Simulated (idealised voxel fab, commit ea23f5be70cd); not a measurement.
Process module name: voxel tone inversion
The cross-section on display is named cut; it measures 155 nm wide, and its cells are 5 nm squares.
Just so we're on the same page, the cross-sections are grids of square cells, and they're listed out in bands top to bottom, each band one or more rows deep. This entry defines a band. It first specifies the height of the band's top and the height of its bottom in nm, and then specifies the band's materials from left to right, stating each material with its width in nm. The word "all across" identifies a single material that fills the band from edge to edge, while the word "air" identifies empty space. All heights in this document are referenced to 0, defined as the level beneath which the wafer, as received, consists entirely of one material. The lowest band is not bounded below; it extends indefinitely downward and is written in the form "top 0, no bottom". Note: "30..40" means the width goes from the first number (top row of the band) to the second number (bottom row) in equal steps per row of cells. Where a step carries "nothing was modified", the cross-section came out of it unchanged, cell for cell. You'll see "Voids, sealed" listing empty spaces that have no way open to the top, as long as they're 8 cells or more; the notation is width x height at distance, where the distance is from the left edge, and all of it is in nm. after a step's settings: what the simulator itself notes on the step. A step line may carry the setting "overlay nm", which, for steps involving a mask, states the distance by which the mask lay to the right of its intended position; negative values denote displacement to the left.
-- Planned process steps
1: op RECEIVE | material Si
2: op CONFORMAL_DEP | material SiN | thk nm 5
3: op DIRECTIONAL_DEP | material polySi | thk nm 25
4: op PATTERN | tone cover | mask id POSTS | material resist | width nm 15 | pitch nm 45 | thk nm 30 | overlay nm 0
5: op DIRECTIONAL_ETCH | etch materials polySi | depth nm 25
6: op STRIP | etch materials resist
7: op FILL_DEP | material SiO2 | thk nm 10
8: op CMP | height nm 20
9: op STRIP | etch materials polySi
10: op CONFORMAL_DEP | material TiN | thk nm 5
11: op FILL_DEP | material W | thk nm 10
12: op CMP | height nm 30
13: op CONFORMAL_DEP | material SiN | thk nm 5
Across this set of wafers, the varied parameter is the height nm of step 8. Starting conditions are identical for every wafer, and the plan reports the value assigned to the first wafer.
-- Sectional view: first of several wafers, as received, after step 1
- top 0, no bottom | Si all across
- Voids, sealed: none
-- Here is how to read the rows: every wafer has a row, and it shows the wafer at the end of the module, giving for each material how many cells were gained (+) or lost (-) since the wafer was received, then listing its closed voids
height nm 20; +62 SiN; +75 SiO2; +43 TiN; +37 W; Voids, sealed: none
height nm 25; +62 SiN; +100 SiO2; +47 TiN; +8 W; Voids, sealed: none
height nm 30; +62 SiN; +125 SiO2; +22 TiN; +8 W; Voids, sealed: none
height nm 35; +62 SiN; +125 SiO2; +30 polySi; Voids, sealed: none
height nm 40; +62 SiN; +125 SiO2; +30 polySi; Voids, sealed: none
